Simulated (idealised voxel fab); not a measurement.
Process module, titled voxel wiring stack
FYI the section here is cut, 295 nm wide, cells are 5 nm squares.
A cross-section is a grid of square cells, given in bands from the top down. A band is one or more rows of cells.
Heights first: top, then bottom, in nm. Then materials, left to right, each with a width in nm. "everywhere" on a single material: fills the band edge to edge. "air": empty space.
The level at which height equals 0 is the one under which the wafer, as it arrives, is entirely one material. No lower edge exists for the bottom band, which continues downward and is notated as in "0..down".
When a width is written as two numbers, as in "30 to 40", the first number is the width in the top row of cells of the band and the second is the width in its bottom row, and the width changes by the same amount from each row to the next.
You'll sometimes find "remained the same" written for a step, and that's the way of saying that nowhere in the cross-section did a cell change during that step.
Empty spaces without an open route to the top, at least 8 cells in extent, make up the entry "Enclosed void listing"; each is given as width x height at distance, where the distance is measured from the left edge, and all are in nm.
Formally, on a step line, whatever follows the settings is a remark that the simulator itself makes on the step.
"overlay nm" answers the question of how far to the right of plan the mask lay on a step that has a mask, and when it is negative the answer is to the left.
Structure of the following material. The material consists of pairs of cross-sections. Each pair comprises the cross-section before one process step and the cross-section after that step, the latter shown only down to the lowest band that changed. The step between the cross-sections is specified beneath each pair, including its settings. Pairs are not necessarily consecutive: they may derive from different runs of this module performed on the same starting wafer. Continuity with the pair above is to be assumed only where the entry headed "State before" of the pair in question states it.

### State before
> 135..110: Ru everywhere
> 110..105: TiN everywhere
> 105..85: 110 of SiO2, then 5 of TiN, then 5 of Cu, then 5 of TiN, then 170 of SiO2
> 85..80: 110 of SiCN, then 15 of TiN, then 170 of SiCN
> 80..65: 110 of lowk, then 5 of TiN, then 15 of Ru, then 5 of TiN, then 20 of lowk, then 5 of TiN, then 15 of Ru, then 5 of TiN, then 115 of lowk
> 65..60: 110 of SiCN, then 25 of TiN, then 20 of SiCN, then 25 of TiN, then 115 of SiCN
> 60..55: 115 of SiCN, then 5 of TiN, then 175 of SiCN
> 55..40: lowk everywhere
> 40..15: 110 of lowk, then 5 of TiN, then 15 of Cu, then 5 of TiN, then 20 of lowk, then 5 of TiN, then 15 of Cu, then 5 of TiN, then 115 of lowk
> 15..10: 110 of SiCN, then 25 of TiN, then 20 of SiCN, then 25 of TiN, then 115 of SiCN
> 10..0: SiO2 everywhere
> 0..down: Si everywhere
> Enclosed void listing: none

### As Processed
> 145..135: aC everywhere
> Below 135 it's all the same as before, nothing changed down there.
> Enclosed void listing: none
What was done to get from the upper cross-section to the lower one? DIRECTIONAL_DEP with material aC, thk nm 10

State before: the cross-section after the pair above

### As Processed
> 170..145: 110 of air, then 25 of resist, then 20 of air, then 25 of resist, then 115 of air
> Below 145 it's all the same as before, nothing changed down there.
> Enclosed void listing: none
What was done to get from the upper cross-section to the lower one? PATTERN with tone cover, mask id METAL_3, material resist, width nm 25, pitch nm 45, thk nm 25, overlay nm 0

State before: the cross-section after the pair above

### As Processed
> 160..145: 110 of air, then 25 of resist, then 20 of air, then 25 of resist, then 115 of air
> 145..135: 110 of air, then 25 of aC, then 20 of air, then 25 of aC, then 115 of air
> Below 135 it's all the same as before, nothing changed down there.
> Enclosed void listing: none
What was done to get from the upper cross-section to the lower one? DIRECTIONAL_ETCH with etch materials aC, depth nm 10

State before: the cross-section after the pair above

### As Processed
> 145..135: 110 of air, then 25 of aC, then 20 of air, then 25 of aC, then 115 of air
> Below 135 it's all the same as before, nothing changed down there.
> Enclosed void listing: none
What was done to get from the upper cross-section to the lower one? STRIP with etch materials resist

State before: the cross-section after the pair above

### As Processed
> 145..135: 110 of air, then 25 of aC, then 20 of air, then 25 of aC, then 115 of air
> 135..110: 110 of air, then 25 of Ru, then 20 of air, then 25 of Ru, then 115 of air
> Below 110 it's all the same as before, nothing changed down there.
> Enclosed void listing: none
What was done to get from the upper cross-section to the lower one? DIRECTIONAL_ETCH with etch materials Ru, depth nm 25

State before: the cross-section after the pair above

### As Processed
> 145..135: 110 of air, then 25 of aC, then 20 of air, then 25 of aC, then 115 of air
> 135..110: 110 of air, then 25 of Ru, then 20 of air, then 25 of Ru, then 115 of air
> 110..105: 110 of air, then 25 of TiN, then 20 of air, then 25 of TiN, then 115 of air
> Below 105 it's all the same as before, nothing changed down there.
> Enclosed void listing: none
What was done to get from the upper cross-section to the lower one? DIRECTIONAL_ETCH with etch materials TiN, depth nm 5

State before: the cross-section after the pair above

### As Processed
> 135..110: 110 of air, then 25 of Ru, then 20 of air, then 25 of Ru, then 115 of air
> Below 110 it's all the same as before, nothing changed down there.
> Enclosed void listing: none
What was done to get from the upper cross-section to the lower one? STRIP with etch materials aC

State before: the cross-section after the pair above

### As Processed
> 140..135: 105 of air, then 35 of SiN, then 10 of air, then 35 of SiN, then 110 of air
> 135..110: 105 of air, then 5 of SiN, then 25 of Ru, then 5 of SiN, then 10 of air, then 5 of SiN, then 25 of Ru, then 5 of SiN, then 110 of air
> 110..105: 110 of SiN, then 25 of TiN, then 20 of SiN, then 25 of TiN, then 115 of SiN
> Below 105 it's all the same as before, nothing changed down there.
> Enclosed void listing: none
What was done to get from the upper cross-section to the lower one? CONFORMAL_DEP with material SiN, thk nm 5

State before: the cross-section after the pair above

### As Processed
> 145..140: SiO2 everywhere
> 140..135: 105 of SiO2, then 35 of SiN, then 10 of SiO2, then 35 of SiN, then 110 of SiO2
> 135..110: 105 of SiO2, then 5 of SiN, then 25 of Ru, then 5 of SiN, then 10 of SiO2, then 5 of SiN, then 25 of Ru, then 5 of SiN, then 110 of SiO2
> Below 110 it's all the same as before, nothing changed down there.
> Enclosed void listing: none
What was done to get from the upper cross-section to the lower one? FILL_DEP with material SiO2, thk nm 5

State before: the cross-section after the pair above

### As Processed
> 135..110: 105 of SiO2, then 5 of SiN, then 25 of Ru, then 5 of SiN, then 10 of SiO2, then 5 of SiN, then 25 of Ru, then 5 of SiN, then 110 of SiO2
> Below 110 it's all the same as before, nothing changed down there.
> Enclosed void listing: none
What was done to get from the upper cross-section to the lower one? CMP with height nm 135

State before: the cross-section after the pair above

### As Processed
> 140..135: SiN everywhere
> Below 135 it's all the same as before, nothing changed down there.
> Enclosed void listing: none
What was done to get from the upper cross-section to the lower one? CONFORMAL_DEP with material SiN, thk nm 5

### State before
> 65..60: SiCN everywhere
> 60..45: 110 of lowk, then 15 of Ru, then 170 of lowk
> 45..40: 110 of SiCN, then 15 of Ru, then 170 of SiCN
> 40..15: 110 of lowk, then 5 of TiN, then 15 of Cu, then 5 of TiN, then 20 of lowk, then 5 of TiN, then 15 of Cu, then 5 of TiN, then 115 of lowk
> 15..10: 110 of SiCN, then 25 of TiN, then 20 of SiCN, then 25 of TiN, then 115 of SiCN
> 10..0: SiO2 everywhere
> 0..down: Si everywhere
> Enclosed void listing: none

### As Processed
> 75..65: lowk everywhere
> Below 65 it's all the same as before, nothing changed down there.
> Enclosed void listing: none
What was done to get from the upper cross-section to the lower one? DIRECTIONAL_DEP with material lowk, thk nm 10

State before: the cross-section after the pair above

### As Processed
> 95..75: 110 of resist, then 25 of air, then 20 of resist, then 25 of air, then 115 of resist
> Below 75 it's all the same as before, nothing changed down there.
> Enclosed void listing: none
What was done to get from the upper cross-section to the lower one? PATTERN with tone open, mask id METAL_2, material resist, width nm 25, pitch nm 45, thk nm 20, overlay nm 0

State before: the cross-section after the pair above

### As Processed
> 95..75: 110 of resist, then 25 of air, then 20 of resist, then 25 of air, then 115 of resist
> 75..65: 110 of lowk, then 25 of air, then 20 of lowk, then 25 of air, then 115 of lowk
> Below 65 it's all the same as before, nothing changed down there.
> Enclosed void listing: none
What was done to get from the upper cross-section to the lower one? DIRECTIONAL_ETCH with etch materials lowk, depth nm 15

State before: the cross-section after the pair above

### As Processed
> 95..75: 110 of resist, then 25 of air, then 20 of resist, then 25 of air, then 115 of resist
> 75..65: 110 of lowk, then 25 of air, then 20 of lowk, then 25 of air, then 115 of lowk
> 65..60: 110 of SiCN, then 25 of air, then 20 of SiCN, then 25 of air, then 115 of SiCN
> Below 60 it's all the same as before, nothing changed down there.
> Enclosed void listing: none
What was done to get from the upper cross-section to the lower one? DIRECTIONAL_ETCH with etch materials SiCN, depth nm 5

State before: the cross-section after the pair above

### As Processed
> 75..65: 110 of lowk, then 25 of air, then 20 of lowk, then 25 of air, then 115 of lowk
> Below 65 it's all the same as before, nothing changed down there.
> Enclosed void listing: none
What was done to get from the upper cross-section to the lower one? STRIP with etch materials resist

State before: the cross-section after the pair above

### As Processed
> 80..75: 115 of TiN, then 15 of air, then 30 of TiN, then 15 of air, then 120 of TiN
> 75..65: 110 of lowk, then 5 of TiN, then 15 of air, then 5 of TiN, then 20 of lowk, then 5 of TiN, then 15 of air, then 5 of TiN, then 115 of lowk
> 65..60: 110 of SiCN, then 25 of TiN, then 20 of SiCN, then 25 of TiN, then 115 of SiCN
> Below 60 it's all the same as before, nothing changed down there.
> Enclosed void listing: none
What was done to get from the upper cross-section to the lower one? CONFORMAL_DEP with material TiN, thk nm 5

State before: the cross-section after the pair above

### As Processed
> 85..80: Ru everywhere
> 80..75: 115 of TiN, then 15 of Ru, then 30 of TiN, then 15 of Ru, then 120 of TiN
> 75..65: 110 of lowk, then 5 of TiN, then 15 of Ru, then 5 of TiN, then 20 of lowk, then 5 of TiN, then 15 of Ru, then 5 of TiN, then 115 of lowk
> Below 65 it's all the same as before, nothing changed down there.
> Enclosed void listing: none
What was done to get from the upper cross-section to the lower one? FILL_DEP with material Ru, thk nm 5

State before: the cross-section after the pair above

### As Processed
> 80..75: 115 of TiN, then 15 of Ru, then 30 of TiN, then 15 of Ru, then 120 of TiN
> Below 75 it's all the same as before, nothing changed down there.
> Enclosed void listing: none
What was done to get from the upper cross-section to the lower one? CMP with height nm 80

State before: the cross-section after the pair above

### As Processed
> 85..80: SiCN everywhere
> Below 80 it's all the same as before, nothing changed down there.
> Enclosed void listing: none
What was done to get from the upper cross-section to the lower one? CONFORMAL_DEP with material SiCN, thk nm 5

State before: the cross-section after the pair above

### As Processed
> 105..85: SiO2 everywhere
> Below 85 it's all the same as before, nothing changed down there.
> Enclosed void listing: none
What was done to get from the upper cross-section to the lower one? DIRECTIONAL_DEP with material SiO2, thk nm 20

State before: the cross-section after the pair above

### As Processed
> 125..105: 110 of resist, then 15 of air, then 170 of resist
> Below 105 it's all the same as before, nothing changed down there.
> Enclosed void listing: none
What was done to get from the upper cross-section to the lower one? PATTERN with tone open, mask id PLUG_2, material resist, width nm 15, thk nm 20, overlay nm 0

State before: the cross-section after the pair above

### As Processed
> 125..105: 110 of resist, then 15 of air, then 170 of resist
> 105..85: 110 of SiO2, then 15 of air, then 170 of SiO2
> Below 85 it's all the same as before, nothing changed down there.
> Enclosed void listing: none
What was done to get from the upper cross-section to the lower one? DIRECTIONAL_ETCH with etch materials SiO2, depth nm 20

State before: the cross-section after the pair above

### As Processed
> 125..105: 110 of resist, then 15 of air, then 170 of resist
> 105..85: 110 of SiO2, then 15 of air, then 170 of SiO2
> 85..80: 110 of SiCN, then 15 of air, then 170 of SiCN
> Below 80 it's all the same as before, nothing changed down there.
> Enclosed void listing: none
What was done to get from the upper cross-section to the lower one? DIRECTIONAL_ETCH with etch materials SiCN, depth nm 5

State before: the cross-section after the pair above

### As Processed
> 105..85: 110 of SiO2, then 15 of air, then 170 of SiO2
> Below 85 it's all the same as before, nothing changed down there.
> Enclosed void listing: none
What was done to get from the upper cross-section to the lower one? STRIP with etch materials resist

State before: the cross-section after the pair above

### As Processed
> 110..105: 115 of TiN, then 5 of air, then 175 of TiN
> 105..85: 110 of SiO2, then 5 of TiN, then 5 of air, then 5 of TiN, then 170 of SiO2
> 85..80: 110 of SiCN, then 15 of TiN, then 170 of SiCN
> Below 80 it's all the same as before, nothing changed down there.
> Enclosed void listing: none
What was done to get from the upper cross-section to the lower one? CONFORMAL_DEP with material TiN, thk nm 5

State before: the cross-section after the pair above

### As Processed
> 115..110: Cu everywhere
> 110..105: 115 of TiN, then 5 of Cu, then 175 of TiN
> 105..85: 110 of SiO2, then 5 of TiN, then 5 of Cu, then 5 of TiN, then 170 of SiO2
> Below 85 it's all the same as before, nothing changed down there.
> Enclosed void listing: none
What was done to get from the upper cross-section to the lower one? FILL_DEP with material Cu, thk nm 5

State before: the cross-section after the pair above

### As Processed
> 105..85: 110 of SiO2, then 5 of TiN, then 5 of Cu, then 5 of TiN, then 170 of SiO2
> Below 85 it's all the same as before, nothing changed down there.
> Enclosed void listing: none
What was done to get from the upper cross-section to the lower one? CMP with height nm 105

State before: the cross-section after the pair above

### As Processed
> 110..105: TiN everywhere
> Below 105 it's all the same as before, nothing changed down there.
> Enclosed void listing: none
What was done to get from the upper cross-section to the lower one? DIRECTIONAL_DEP with material TiN, thk nm 5

State before: the cross-section after the pair above

### As Processed
> 135..110: Ru everywhere
> Below 110 it's all the same as before, nothing changed down there.
> Enclosed void listing: none
What was done to get from the upper cross-section to the lower one? DIRECTIONAL_DEP with material Ru, thk nm 25

State before: the cross-section after the pair above

### As Processed
> 145..135: aC everywhere
> Below 135 it's all the same as before, nothing changed down there.
> Enclosed void listing: none
What was done to get from the upper cross-section to the lower one? DIRECTIONAL_DEP with material aC, thk nm 10

State before: the cross-section after the pair above

### As Processed
> 170..145: 110 of air, then 25 of resist, then 20 of air, then 25 of resist, then 115 of air
> Below 145 it's all the same as before, nothing changed down there.
> Enclosed void listing: none
What was done to get from the upper cross-section to the lower one? PATTERN with tone cover, mask id METAL_3, material resist, width nm 25, pitch nm 45, thk nm 25, overlay nm 0

State before: the cross-section after the pair above

### As Processed
> 160..145: 110 of air, then 25 of resist, then 20 of air, then 25 of resist, then 115 of air
> 145..135: 110 of air, then 25 of aC, then 20 of air, then 25 of aC, then 115 of air
> Below 135 it's all the same as before, nothing changed down there.
> Enclosed void listing: none
What was done to get from the upper cross-section to the lower one? DIRECTIONAL_ETCH with etch materials aC, depth nm 10

State before: the cross-section after the pair above

### As Processed
> 145..135: 110 of air, then 25 of aC, then 20 of air, then 25 of aC, then 115 of air
> Below 135 it's all the same as before, nothing changed down there.
> Enclosed void listing: none
What was done to get from the upper cross-section to the lower one? STRIP with etch materials resist

State before: the cross-section after the pair above

### As Processed
> 145..135: 110 of air, then 25 of aC, then 20 of air, then 25 of aC, then 115 of air
> 135..110: 110 of air, then 25 of Ru, then 20 of air, then 25 of Ru, then 115 of air
> Below 110 it's all the same as before, nothing changed down there.
> Enclosed void listing: none
What was done to get from the upper cross-section to the lower one? DIRECTIONAL_ETCH with etch materials Ru, depth nm 25

State before: the cross-section after the pair above

### As Processed
> 145..135: 110 of air, then 25 of aC, then 20 of air, then 25 of aC, then 115 of air
> 135..110: 110 of air, then 25 of Ru, then 20 of air, then 25 of Ru, then 115 of air
> 110..105: 110 of air, then 25 of TiN, then 20 of air, then 25 of TiN, then 115 of air
> Below 105 it's all the same as before, nothing changed down there.
> Enclosed void listing: none
What was done to get from the upper cross-section to the lower one? DIRECTIONAL_ETCH with etch materials TiN, depth nm 5

State before: the cross-section after the pair above

### As Processed
> 135..110: 110 of air, then 25 of Ru, then 20 of air, then 25 of Ru, then 115 of air
> Below 110 it's all the same as before, nothing changed down there.
> Enclosed void listing: none
What was done to get from the upper cross-section to the lower one? STRIP with etch materials aC

State before: the cross-section after the pair above

### As Processed
> 140..135: 105 of air, then 35 of SiN, then 10 of air, then 35 of SiN, then 110 of air
> 135..110: 105 of air, then 5 of SiN, then 25 of Ru, then 5 of SiN, then 10 of air, then 5 of SiN, then 25 of Ru, then 5 of SiN, then 110 of air
> 110..105: 110 of SiN, then 25 of TiN, then 20 of SiN, then 25 of TiN, then 115 of SiN
> Below 105 it's all the same as before, nothing changed down there.
> Enclosed void listing: none
What was done to get from the upper cross-section to the lower one? CONFORMAL_DEP with material SiN, thk nm 5

State before: the cross-section after the pair above

### As Processed
> 145..140: SiO2 everywhere
> 140..135: 105 of SiO2, then 35 of SiN, then 10 of SiO2, then 35 of SiN, then 110 of SiO2
> 135..110: 105 of SiO2, then 5 of SiN, then 25 of Ru, then 5 of SiN, then 10 of SiO2, then 5 of SiN, then 25 of Ru, then 5 of SiN, then 110 of SiO2
> Below 110 it's all the same as before, nothing changed down there.
> Enclosed void listing: none
What was done to get from the upper cross-section to the lower one? FILL_DEP with material SiO2, thk nm 5

State before: the cross-section after the pair above

### As Processed
> 135..110: 105 of SiO2, then 5 of SiN, then 25 of Ru, then 5 of SiN, then 10 of SiO2, then 5 of SiN, then 25 of Ru, then 5 of SiN, then 110 of SiO2
> Below 110 it's all the same as before, nothing changed down there.
> Enclosed void listing: none
What was done to get from the upper cross-section to the lower one? CMP with height nm 135

State before: the cross-section after the pair above

### As Processed
> 140..135: SiN everywhere
> Below 135 it's all the same as before, nothing changed down there.
> Enclosed void listing: none
What was done to get from the upper cross-section to the lower one? CONFORMAL_DEP with material SiN, thk nm 5

### State before
> 105..85: SiO2 everywhere
> 85..80: SiCN everywhere
> 80..65: 110 of lowk, then 5 of TiN, then 15 of Ru, then 5 of TiN, then 20 of lowk, then 5 of TiN, then 15 of Ru, then 5 of TiN, then 115 of lowk
> 65..60: 110 of SiCN, then 25 of TiN, then 20 of SiCN, then 25 of TiN, then 115 of SiCN
> 60..45: 110 of lowk, then 15 of Ru, then 170 of lowk
> 45..40: 110 of SiCN, then 15 of Ru, then 170 of SiCN
> 40..15: 110 of lowk, then 5 of TiN, then 15 of Cu, then 5 of TiN, then 20 of lowk, then 5 of TiN, then 15 of Cu, then 5 of TiN, then 115 of lowk
> 15..10: 110 of SiCN, then 25 of TiN, then 20 of SiCN, then 25 of TiN, then 115 of SiCN
> 10..0: SiO2 everywhere
> 0..down: Si everywhere
> Enclosed void listing: none

### As Processed
> 125..105: 105 of resist, then 25 of air, then 165 of resist
> Below 105 it's all the same as before, nothing changed down there.
> Enclosed void listing: none
What was done to get from the upper cross-section to the lower one? PATTERN with tone open, mask id PLUG_2, material resist, width nm 25, thk nm 20, overlay nm 0

State before: the cross-section after the pair above

### As Processed
> 125..105: 105 of resist, then 25 of air, then 165 of resist
> 105..85: 105 of SiO2, then 25 of air, then 165 of SiO2
> Below 85 it's all the same as before, nothing changed down there.
> Enclosed void listing: none
What was done to get from the upper cross-section to the lower one? DIRECTIONAL_ETCH with etch materials SiO2, depth nm 20

State before: the cross-section after the pair above

### As Processed
> 125..105: 105 of resist, then 25 of air, then 165 of resist
> 105..85: 105 of SiO2, then 25 of air, then 165 of SiO2
> 85..80: 105 of SiCN, then 25 of air, then 165 of SiCN
> Below 80 it's all the same as before, nothing changed down there.
> Enclosed void listing: none
What was done to get from the upper cross-section to the lower one? DIRECTIONAL_ETCH with etch materials SiCN, depth nm 5

State before: the cross-section after the pair above

### As Processed
> 105..85: 105 of SiO2, then 25 of air, then 165 of SiO2
> Below 85 it's all the same as before, nothing changed down there.
> Enclosed void listing: none
What was done to get from the upper cross-section to the lower one? STRIP with etch materials resist

State before: the cross-section after the pair above

### As Processed
> 110..105: 110 of TiN, then 15 of air, then 170 of TiN
> 105..85: 105 of SiO2, then 5 of TiN, then 15 of air, then 5 of TiN, then 165 of SiO2
> 85..80: 105 of SiCN, then 25 of TiN, then 165 of SiCN
> Below 80 it's all the same as before, nothing changed down there.
> Enclosed void listing: none
What was done to get from the upper cross-section to the lower one? CONFORMAL_DEP with material TiN, thk nm 5

State before: the cross-section after the pair above

### As Processed
> 115..110: Cu everywhere
> 110..105: 110 of TiN, then 15 of Cu, then 170 of TiN
> 105..85: 105 of SiO2, then 5 of TiN, then 15 of Cu, then 5 of TiN, then 165 of SiO2
> Below 85 it's all the same as before, nothing changed down there.
> Enclosed void listing: none
What was done to get from the upper cross-section to the lower one? FILL_DEP with material Cu, thk nm 5

State before: the cross-section after the pair above

### As Processed
> 105..85: 105 of SiO2, then 5 of TiN, then 15 of Cu, then 5 of TiN, then 165 of SiO2
> Below 85 it's all the same as before, nothing changed down there.
> Enclosed void listing: none
What was done to get from the upper cross-section to the lower one? CMP with height nm 105

State before: the cross-section after the pair above

### As Processed
> 110..105: TiN everywhere
> Below 105 it's all the same as before, nothing changed down there.
> Enclosed void listing: none
What was done to get from the upper cross-section to the lower one? DIRECTIONAL_DEP with material TiN, thk nm 5

State before: the cross-section after the pair above

### As Processed
> 135..110: Ru everywhere
> Below 110 it's all the same as before, nothing changed down there.
> Enclosed void listing: none
What was done to get from the upper cross-section to the lower one? DIRECTIONAL_DEP with material Ru, thk nm 25

State before: the cross-section after the pair above

### As Processed
> 145..135: aC everywhere
> Below 135 it's all the same as before, nothing changed down there.
> Enclosed void listing: none
What was done to get from the upper cross-section to the lower one? DIRECTIONAL_DEP with material aC, thk nm 10

State before: the cross-section after the pair above

### As Processed
> 170..145: 110 of air, then 25 of resist, then 20 of air, then 25 of resist, then 115 of air
> Below 145 it's all the same as before, nothing changed down there.
> Enclosed void listing: none
What was done to get from the upper cross-section to the lower one? PATTERN with tone cover, mask id METAL_3, material resist, width nm 25, pitch nm 45, thk nm 25, overlay nm 0

State before: the cross-section after the pair above

### As Processed
> 160..145: 110 of air, then 25 of resist, then 20 of air, then 25 of resist, then 115 of air
> 145..135: 110 of air, then 25 of aC, then 20 of air, then 25 of aC, then 115 of air
> Below 135 it's all the same as before, nothing changed down there.
> Enclosed void listing: none
What was done to get from the upper cross-section to the lower one? DIRECTIONAL_ETCH with etch materials aC, depth nm 10

State before: the cross-section after the pair above

### As Processed
> 145..135: 110 of air, then 25 of aC, then 20 of air, then 25 of aC, then 115 of air
> Below 135 it's all the same as before, nothing changed down there.
> Enclosed void listing: none
What was done to get from the upper cross-section to the lower one? STRIP with etch materials resist

State before: the cross-section after the pair above

### As Processed
> 145..135: 110 of air, then 25 of aC, then 20 of air, then 25 of aC, then 115 of air
> 135..110: 110 of air, then 25 of Ru, then 20 of air, then 25 of Ru, then 115 of air
> Below 110 it's all the same as before, nothing changed down there.
> Enclosed void listing: none
What was done to get from the upper cross-section to the lower one? DIRECTIONAL_ETCH with etch materials Ru, depth nm 25

State before: the cross-section after the pair above

### As Processed
> 145..135: 110 of air, then 25 of aC, then 20 of air, then 25 of aC, then 115 of air
> 135..110: 110 of air, then 25 of Ru, then 20 of air, then 25 of Ru, then 115 of air
> 110..105: 110 of air, then 25 of TiN, then 20 of air, then 25 of TiN, then 115 of air
> Below 105 it's all the same as before, nothing changed down there.
> Enclosed void listing: none
What was done to get from the upper cross-section to the lower one? DIRECTIONAL_ETCH with etch materials TiN, depth nm 5

State before: the cross-section after the pair above

### As Processed
> 135..110: 110 of air, then 25 of Ru, then 20 of air, then 25 of Ru, then 115 of air
> Below 110 it's all the same as before, nothing changed down there.
> Enclosed void listing: none
What was done to get from the upper cross-section to the lower one? STRIP with etch materials aC

State before: the cross-section after the pair above

### As Processed
> 140..135: 105 of air, then 35 of SiN, then 10 of air, then 35 of SiN, then 110 of air
> 135..110: 105 of air, then 5 of SiN, then 25 of Ru, then 5 of SiN, then 10 of air, then 5 of SiN, then 25 of Ru, then 5 of SiN, then 110 of air
> 110..105: 110 of SiN, then 25 of TiN, then 20 of SiN, then 25 of TiN, then 115 of SiN
> Below 105 it's all the same as before, nothing changed down there.
> Enclosed void listing: none
What was done to get from the upper cross-section to the lower one? CONFORMAL_DEP with material SiN, thk nm 5

State before: the cross-section after the pair above

### As Processed
> 145..140: SiO2 everywhere
> 140..135: 105 of SiO2, then 35 of SiN, then 10 of SiO2, then 35 of SiN, then 110 of SiO2
> 135..110: 105 of SiO2, then 5 of SiN, then 25 of Ru, then 5 of SiN, then 10 of SiO2, then 5 of SiN, then 25 of Ru, then 5 of SiN, then 110 of SiO2
> Below 110 it's all the same as before, nothing changed down there.
> Enclosed void listing: none
What was done to get from the upper cross-section to the lower one? FILL_DEP with material SiO2, thk nm 5

State before: the cross-section after the pair above

### As Processed
> 135..110: 105 of SiO2, then 5 of SiN, then 25 of Ru, then 5 of SiN, then 10 of SiO2, then 5 of SiN, then 25 of Ru, then 5 of SiN, then 110 of SiO2
> Below 110 it's all the same as before, nothing changed down there.
> Enclosed void listing: none
What was done to get from the upper cross-section to the lower one? CMP with height nm 135

State before: the cross-section after the pair above

### As Processed
> 140..135: SiN everywhere
> Below 135 it's all the same as before, nothing changed down there.
> Enclosed void listing: none
What was done to get from the upper cross-section to the lower one? CONFORMAL_DEP with material SiN, thk nm 5

### State before
> 145..135: aC everywhere
> 135..110: Ru everywhere
> 110..105: TiN everywhere
> 105..85: 110 of SiO2, then 5 of TiN, then 5 of Cu, then 5 of TiN, then 170 of SiO2
> 85..80: 110 of SiCN, then 15 of TiN, then 170 of SiCN
> 80..65: 110 of lowk, then 5 of TiN, then 15 of Ru, then 5 of TiN, then 20 of lowk, then 5 of TiN, then 15 of Ru, then 5 of TiN, then 115 of lowk
> 65..60: 110 of SiCN, then 25 of TiN, then 20 of SiCN, then 25 of TiN, then 115 of SiCN
> 60..45: 110 of lowk, then 15 of Ru, then 170 of lowk
> 45..40: 110 of SiCN, then 15 of Ru, then 170 of SiCN
> 40..15: 110 of lowk, then 5 of TiN, then 15 of Cu, then 5 of TiN, then 20 of lowk, then 5 of TiN, then 15 of Cu, then 5 of TiN, then 115 of lowk
> 15..10: 110 of SiCN, then 25 of TiN, then 20 of SiCN, then 25 of TiN, then 115 of SiCN
> 10..0: SiO2 everywhere
> 0..down: Si everywhere
> Enclosed void listing: none

### As Processed
> 170..145: 105 of air, then 25 of resist, then 20 of air, then 25 of resist, then 120 of air
> Below 145 it's all the same as before, nothing changed down there.
> Enclosed void listing: none
What was done to get from the upper cross-section to the lower one? PATTERN with tone cover, mask id METAL_3, material resist, width nm 25, pitch nm 45, thk nm 25, overlay nm -5

State before: the cross-section after the pair above

### As Processed
> 160..145: 105 of air, then 25 of resist, then 20 of air, then 25 of resist, then 120 of air
> 145..135: 105 of air, then 25 of aC, then 20 of air, then 25 of aC, then 120 of air
> Below 135 it's all the same as before, nothing changed down there.
> Enclosed void listing: none
What was done to get from the upper cross-section to the lower one? DIRECTIONAL_ETCH with etch materials aC, depth nm 10

State before: the cross-section after the pair above

### As Processed
> 145..135: 105 of air, then 25 of aC, then 20 of air, then 25 of aC, then 120 of air
> Below 135 it's all the same as before, nothing changed down there.
> Enclosed void listing: none
What was done to get from the upper cross-section to the lower one? STRIP with etch materials resist

State before: the cross-section after the pair above

### As Processed
> 145..135: 105 of air, then 25 of aC, then 20 of air, then 25 of aC, then 120 of air
> 135..110: 105 of air, then 25 of Ru, then 20 of air, then 25 of Ru, then 120 of air
> Below 110 it's all the same as before, nothing changed down there.
> Enclosed void listing: none
What was done to get from the upper cross-section to the lower one? DIRECTIONAL_ETCH with etch materials Ru, depth nm 25

State before: the cross-section after the pair above

### As Processed
> 145..135: 105 of air, then 25 of aC, then 20 of air, then 25 of aC, then 120 of air
> 135..110: 105 of air, then 25 of Ru, then 20 of air, then 25 of Ru, then 120 of air
> 110..105: 105 of air, then 25 of TiN, then 20 of air, then 25 of TiN, then 120 of air
> Below 105 it's all the same as before, nothing changed down there.
> Enclosed void listing: none
What was done to get from the upper cross-section to the lower one? DIRECTIONAL_ETCH with etch materials TiN, depth nm 5

State before: the cross-section after the pair above

### As Processed
> 135..110: 105 of air, then 25 of Ru, then 20 of air, then 25 of Ru, then 120 of air
> Below 110 it's all the same as before, nothing changed down there.
> Enclosed void listing: none
What was done to get from the upper cross-section to the lower one? STRIP with etch materials aC

State before: the cross-section after the pair above

### As Processed
> 140..135: 100 of air, then 35 of SiN, then 10 of air, then 35 of SiN, then 115 of air
> 135..110: 100 of air, then 5 of SiN, then 25 of Ru, then 5 of SiN, then 10 of air, then 5 of SiN, then 25 of Ru, then 5 of SiN, then 115 of air
> 110..105: 105 of SiN, then 25 of TiN, then 20 of SiN, then 25 of TiN, then 120 of SiN
> Below 105 it's all the same as before, nothing changed down there.
> Enclosed void listing: none
What was done to get from the upper cross-section to the lower one? CONFORMAL_DEP with material SiN, thk nm 5

State before: the cross-section after the pair above

### As Processed
> 145..140: SiO2 everywhere
> 140..135: 100 of SiO2, then 35 of SiN, then 10 of SiO2, then 35 of SiN, then 115 of SiO2
> 135..110: 100 of SiO2, then 5 of SiN, then 25 of Ru, then 5 of SiN, then 10 of SiO2, then 5 of SiN, then 25 of Ru, then 5 of SiN, then 115 of SiO2
> Below 110 it's all the same as before, nothing changed down there.
> Enclosed void listing: none
What was done to get from the upper cross-section to the lower one? FILL_DEP with material SiO2, thk nm 5

State before: the cross-section after the pair above

### As Processed
> 135..110: 100 of SiO2, then 5 of SiN, then 25 of Ru, then 5 of SiN, then 10 of SiO2, then 5 of SiN, then 25 of Ru, then 5 of SiN, then 115 of SiO2
> Below 110 it's all the same as before, nothing changed down there.
> Enclosed void listing: none
What was done to get from the upper cross-section to the lower one? CMP with height nm 135

State before: the cross-section after the pair above

### As Processed
> 140..135: SiN everywhere
> Below 135 it's all the same as before, nothing changed down there.
> Enclosed void listing: none
What was done to get from the upper cross-section to the lower one? CONFORMAL_DEP with material SiN, thk nm 5

### State before
> 65..60: SiCN everywhere
> 60..45: 110 of lowk, then 15 of Ru, then 170 of lowk
> 45..40: 110 of SiCN, then 15 of Ru, then 170 of SiCN
> 40..15: 110 of lowk, then 5 of TiN, then 15 of Cu, then 5 of TiN, then 20 of lowk, then 5 of TiN, then 15 of Cu, then 5 of TiN, then 115 of lowk
> 15..10: 110 of SiCN, then 25 of TiN, then 20 of SiCN, then 25 of TiN, then 115 of SiCN
> 10..0: SiO2 everywhere
> 0..down: Si everywhere
> Enclosed void listing: none

### As Processed
> 80..65: SiN everywhere
> Below 65 it's all the same as before, nothing changed down there.
> Enclosed void listing: none
What was done to get from the upper cross-section to the lower one? DIRECTIONAL_DEP with material SiN, thk nm 15

State before: the cross-section after the pair above

### As Processed
> 100..80: 110 of resist, then 25 of air, then 20 of resist, then 25 of air, then 115 of resist
> Below 80 it's all the same as before, nothing changed down there.
> Enclosed void listing: none
What was done to get from the upper cross-section to the lower one? PATTERN with tone open, mask id METAL_2, material resist, width nm 25, pitch nm 45, thk nm 20, overlay nm 0

State before: the cross-section after the pair above

### As Processed
> 80..65: SiN everywhere
> Below 65 it's all the same as before, nothing changed down there.
> Enclosed void listing: none
What was done to get from the upper cross-section to the lower one? STRIP with etch materials resist
